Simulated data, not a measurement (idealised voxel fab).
The process module that follows is named voxel ribs on slabs.
In the cross-section labelled cut, the width is 270 nm and each square cell is 5 nm.
A cross-section is written here as square cells arranged in a grid, and it is given in bands from the top down, each band taking up one or more rows of cells.
Band: top and bottom heights (nm) first, top before bottom; then materials from left to right, widths in nm. "everywhere" marks a sole material filling the band edge to edge. "empty" denotes empty space.
All heights in this document are referenced to 0, defined as the level beneath which the wafer, as received, consists entirely of one material. The lowest band is not bounded below; it extends indefinitely downward and is written in the form "0..down".
You'd read "30 to 40" like this: the band's top row of cells is as wide as the first number, its bottom row is as wide as the second, and going down, every row changes width by the same amount as the row before did.
Given "nothing changed" for a step, no cell of the cross-section differs between before and after that step.
"Closed-off voids" contains a list of empty spaces, each no smaller than 8 cells and without an open way to the top, written in the form width x height at distance with the distance from the left edge and all three in nm.
On each step's line, the part that comes after the settings is the simulator's own comment on the step.
overlay nm: where the mask lay relative to plan, measured to the right, on steps with a mask; negatives go left.
-- The process steps that were planned are listed below
1) RECEIVE (material Si)
2) DIRECTIONAL_DEP (material SiO2; thk nm 25)
3) DIRECTIONAL_DEP (material SiN; thk nm 20)
4) DIRECTIONAL_DEP (material aC; thk nm 15)
5) PATTERN (tone cover; mask id RIB; material resist; width nm 15; thk nm 35; overlay nm 0)
6) DIRECTIONAL_ETCH (etch materials aC; depth nm 15)
7) STRIP (etch materials resist)
8) DIRECTIONAL_ETCH (etch materials SiN; depth nm 5)
9) STRIP (etch materials aC)
10) MASKED_ETCH (tone cover; mask id SLAB; width nm 55; etch materials SiN; depth nm 15; overlay nm 0)
11) FILL_DEP (material SiO2; thk nm 15)
12) CMP (height nm 55)
13) DIRECTIONAL_DEP (material W; thk nm 10)
14) PATTERN (tone cover; mask id HEATER; material resist; width nm 25; thk nm 15; overlay nm 0)
15) DIRECTIONAL_ETCH (etch materials W; depth nm 10)
16) STRIP (etch materials resist)
17) CONFORMAL_DEP (material SiN; thk nm 5)
-- as received, after step 1
	0..down = Si everywhere
	Closed-off voids: none
-- Look at the cross-section after the module: the wafer started out the way shown above and the plan was the one shown above, yet one mistake was made along the way
	70..65 = 115 nm empty, 35 nm SiN, 120 nm empty
	65..60 = 115 nm empty, 5 nm SiN, 25 nm W, 5 nm SiN, 120 nm empty
	60..55 = 120 nm SiN, 25 nm W, 125 nm SiN
	55..45 = W everywhere
	45..40 = 125 nm W, 15 nm SiN, 130 nm W
	40..25 = 105 nm W, 55 nm SiN, 110 nm W
	25..0 = SiO2 everywhere
	0..down = Si everywhere
	Closed-off voids: none
What went wrong in running the wafer? step 11 did not happen as planned, as run it was FILL_DEP (material W; thk nm 15)
